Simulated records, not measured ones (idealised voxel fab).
The document below concerns the process module designated voxel ribs on slabs.
We display cut, a cross-section 245 nm in width whose square cells are each 5 nm.
Format of a cross-section: grid, square cells. Given as bands. Order: top down. Band: one or more rows of cells. Band: top height; bottom height; in nm. Then, left to right: material with width in nm, for each material. "edge to edge": a single material spanning edge to edge. "empty": empty space. Heights are measured from 0, the level below which the as-received wafer is all one material; the lowest band has no bottom and continues downward, written as in "z 0 and below". The expression "30..40" gives the width at the extremes of the band, the first number at its top row of cells and the second at its bottom row, with the width changing by equal amounts from each row to the next in between. It should be understood that the words "no modification", when stated for a given step, signify that the cross-section underwent no change in any of its cells during that step. "Fully closed voids" means: voids of 8 cells or more that are shut off from the top with no open way through. Written width x height at distance, distance from the left edge, in nm. The remark found on a step's line after its settings is issued by the simulator itself and pertains to that step. overlay nm: how far to the right of its planned place the mask lay on this masked step (negative: to the left).

The following list gives the planned process steps:
step 1: RECEIVE (material Si)
step 2: DIRECTIONAL_DEP (material SiO2; thk nm 25)
step 3: DIRECTIONAL_DEP (material SiN; thk nm 25)
step 4: DIRECTIONAL_DEP (material aC; thk nm 15)
step 5: PATTERN (tone cover; mask id RIB; material resist; width nm 15; thk nm 30; overlay nm 0)
step 6: DIRECTIONAL_ETCH (etch materials aC; depth nm 15)
step 7: STRIP (etch materials resist)
step 8: DIRECTIONAL_ETCH (etch materials SiN; depth nm 5)
step 9: STRIP (etch materials aC)
step 10: MASKED_ETCH (tone cover; mask id SLAB; width nm 55; etch materials SiN; depth nm 20; overlay nm 0)
step 11: FILL_DEP (material SiO2; thk nm 20)
step 12: CMP (height nm 65)
step 13: DIRECTIONAL_DEP (material TiN; thk nm 10)
step 14: PATTERN (tone cover; mask id HEATER; material resist; width nm 25; thk nm 15; overlay nm 0)
step 15: DIRECTIONAL_ETCH (etch materials TiN; depth nm 10)
step 16: STRIP (etch materials resist)
step 17: CONFORMAL_DEP (material SiN; thk nm 10)

As received (post step 1): cross-section:
- z 0 and below = Si edge to edge
- Fully closed voids: none

End-of-module cross-section of the first of two wafers, processed as planned:
- z 85 to 75 = empty 100 nm  SiN 45 nm  empty 100 nm
- z 75 to 65 = SiN 110 nm  TiN 25 nm  SiN 110 nm
- z 65 to 50 = SiO2 edge to edge
- z 50 to 45 = SiO2 115 nm  SiN 15 nm  SiO2 115 nm
- z 45 to 25 = SiO2 95 nm  SiN 55 nm  SiO2 95 nm
- z 25 to 0 = SiO2 edge to edge
- z 0 and below = Si edge to edge
- Fully closed voids: none

Second wafer through the module, sectioned at the end: same beginning and same plan as the first wafer, with one mistake in carrying it out:
- z 85 to 75 = empty 100 nm  SiN 45 nm  empty 100 nm
- z 75 to 65 = SiN 110 nm  TiN 25 nm  SiN 110 nm
- z 65 to 50 = SiO2 95 nm  SiN 55 nm  SiO2 95 nm
- z 50 to 25 = SiN edge to edge
- z 25 to 0 = SiO2 edge to edge
- z 0 and below = Si edge to edge
- Fully closed voids: none
Plan not followed: heads up, step 3 of the plan got done twice
The closing comparison, in cells, has the second wafer with more or fewer of some materials than the first: +231 SiN; -231 SiO2
